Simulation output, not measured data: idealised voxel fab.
process module | voxel transistor to metal
cross-section cut | 215 nm wide | cells 5 nm
A cross-section is a grid of square cells, given in bands from the top down. A band is one or more rows of cells.
Each band's line starts with the height of the band's top and of its bottom, in nm. Then come its materials from left to right, each with its width in nm. One material with "throughout" fills the band from edge to edge. "air" is empty space.
Height 0 is the level under which the wafer as received is all one material. The lowest band goes on downwards, as in "0 down".
A width such as "30 to 40" changes by the same amount from each row of cells to the next, from the band's top row to its bottom row.
"no change" after a step means that no cell of the cross-section changed.
closed voids: empty space of 8 cells or more with no open way to the top, each as width x height at its distance from the left edge, in nm
after a step's settings: what the simulator itself notes on the step
overlay nm, on a step with a mask: how far to the right of its planned place the mask lay; to the left if negative
plan
1 op RECEIVE | material Si
2 op CONFORMAL_DEP | material SiO2 | thk nm 5
3 op CONFORMAL_DEP | material SiN | thk nm 10
4 op DIRECTIONAL_DEP | material aC | thk nm 15
5 op PATTERN | tone cover | mask id ACTIVE | material resist | width nm 115 | thk nm 30 | overlay nm 0
6 op DIRECTIONAL_ETCH | etch materials aC | depth nm 15
7 op STRIP | etch materials resist
8 op DIRECTIONAL_ETCH | etch materials SiN | depth nm 10
9 op DIRECTIONAL_ETCH | etch materials SiO2 | depth nm 5
10 op DIRECTIONAL_ETCH | etch materials Si | depth nm 25
11 op STRIP | etch materials aC
12 op OXIDIZE | depth nm 5
13 op FILL_DEP | material SiO2 | thk nm 15
14 op CMP | height nm 15
15 op SELECTIVE_ETCH | etch materials SiO2 | depth nm 10
16 op STRIP | etch materials SiN
17 op SELECTIVE_ETCH | etch materials SiO2 | depth nm 5
18 op OXIDIZE | depth nm 5
19 op DIRECTIONAL_DEP | material polySi | thk nm 25
20 op DIRECTIONAL_DEP | material SiCN | thk nm 15
21 op DIRECTIONAL_DEP | material aC | thk nm 15
22 op PATTERN | tone cover | mask id GATE | material resist | width nm 25 | thk nm 35 | overlay nm 0
23 op DIRECTIONAL_ETCH | etch materials aC | depth nm 15
24 op STRIP | etch materials resist
25 op DIRECTIONAL_ETCH | etch materials SiCN | depth nm 25
26 op DIRECTIONAL_ETCH | etch materials polySi | depth nm 35
27 op STRIP | etch materials aC
28 op CONFORMAL_DEP | material SiN | thk nm 10
29 op DIRECTIONAL_ETCH | etch materials SiN | depth nm 10
30 op DIRECTIONAL_ETCH | etch materials SiO2 | depth nm 5
31 op DIRECTIONAL_ETCH | etch materials Si | depth nm 5
32 op EPI | material pSi | thk nm 5
33 op FILL_DEP | material SiO2 | thk nm 10
34 op CMP | height nm 25
35 op STRIP | etch materials polySi
36 op SELECTIVE_ETCH | etch materials SiO2 | depth nm 5
37 op CONFORMAL_DEP | material HfO2 | thk nm 5
38 op CONFORMAL_DEP | material TiN | thk nm 5
39 op FILL_DEP | material W | thk nm 10
40 op CMP | height nm 20
41 op DIRECTIONAL_DEP | material SiO2 | thk nm 15
42 op DIRECTIONAL_DEP | material aC | thk nm 15
43 op PATTERN | tone open | mask id CONTACT | material resist | width nm 20 | pitch nm 75 | thk nm 35 | overlay nm 0
44 op DIRECTIONAL_ETCH | etch materials aC | depth nm 15
45 op STRIP | etch materials resist
46 op DIRECTIONAL_ETCH | etch materials SiO2 | depth nm 40
47 op STRIP | etch materials aC
48 op CONFORMAL_DEP | material TiN | thk nm 5
49 op FILL_DEP | material W | thk nm 10
50 op CMP | height nm 35
51 op DIRECTIONAL_DEP | material TiN | thk nm 5
52 op DIRECTIONAL_DEP | material W | thk nm 25
53 op DIRECTIONAL_DEP | material aC | thk nm 10
54 op PATTERN | tone cover | mask id METAL_1 | material resist | width nm 20 | pitch nm 75 | thk nm 25 | overlay nm 0
55 op DIRECTIONAL_ETCH | etch materials aC | depth nm 10
56 op STRIP | etch materials resist
57 op DIRECTIONAL_ETCH | etch materials W | depth nm 25
58 op DIRECTIONAL_ETCH | etch materials TiN | depth nm 5
59 op STRIP | etch materials aC
60 op FILL_DEP | material SiO2 | thk nm 10
61 op CMP | height nm 65
62 op CONFORMAL_DEP | material SiCN | thk nm 5
63 op DIRECTIONAL_DEP | material SiO2 | thk nm 35
64 op MASKED_ETCH | tone open | mask id METAL_2 | width nm 20 | pitch nm 75 | etch materials SiO2 | depth nm 20 | overlay nm 0
65 op PATTERN | tone open | mask id METAL_2_HOLES | material resist | width nm 15 | pitch nm 75 | thk nm 20 | overlay nm 0
66 op DIRECTIONAL_ETCH | etch materials SiO2 | depth nm 15
67 op DIRECTIONAL_ETCH | etch materials SiCN | depth nm 5
68 op STRIP | etch materials resist
69 op CONFORMAL_DEP | material TiN | thk nm 5
70 op FILL_DEP | material Ru | thk nm 5
71 op CMP | height nm 105
72 op CONFORMAL_DEP | material SiN | thk nm 5
as received, after step 1
  0 down: Si throughout
  closed voids: none
a wafer at the end: this start, this plan, one mistake
  110 to 105: SiN throughout
  105 to 90: SiO2 60 | TiN 5 | Ru 10 | TiN 5 | SiO2 55 | TiN 5 | Ru 10 | TiN 5 | SiO2 60
  90 to 85: SiO2 60 | TiN 5 | Ru 5 | TiN 10 | SiO2 55 | TiN 5 | Ru 5 | TiN 10 | SiO2 60
  85 to 70: SiO2 60 | TiN 5 | Ru 5 | TiN 5 | SiO2 60 | TiN 5 | Ru 5 | TiN 5 | SiO2 65
  70 to 65: SiCN 60 | TiN 15 | SiCN 60 | TiN 15 | SiCN 65
  65 to 40: SiO2 60 | W 20 | SiO2 55 | W 20 | SiO2 60
  40 to 35: SiO2 60 | TiN 20 | SiO2 55 | TiN 20 | SiO2 60
  35 to 20: SiO2 60 | TiN 5 | W 10 | TiN 5 | SiO2 55 | TiN 5 | W 10 | TiN 5 | SiO2 60
  20 to 5: SiO2 60 | TiN 5 | W 10 | TiN 5 | SiO2 5 | SiN 10 | W 5 | TiN 5 | W 5 | TiN 5 | W 5 | SiN 10 | SiO2 5 | TiN 5 | W 10 | TiN 5 | SiO2 60
  5 to 0: SiO2 60 | TiN 5 | W 10 | TiN 5 | SiO2 5 | SiN 10 | W 5 | TiN 15 | W 5 | SiN 10 | SiO2 5 | TiN 5 | W 10 | TiN 5 | SiO2 60
  0 to -5: SiO2 60 | TiN 20 | pSi 5 | SiO2 5 | W 35 | SiO2 5 | pSi 5 | TiN 20 | SiO2 60
  -5 to -10: SiO2 55 | pSi 30 | Si 45 | pSi 30 | SiO2 55
  -10 to -30: SiO2 55 | Si 105 | SiO2 55
  -30 down: Si throughout
  closed voids: none
what went wrong: step 37 ran as: op CONFORMAL_DEP | material W | thk nm 5
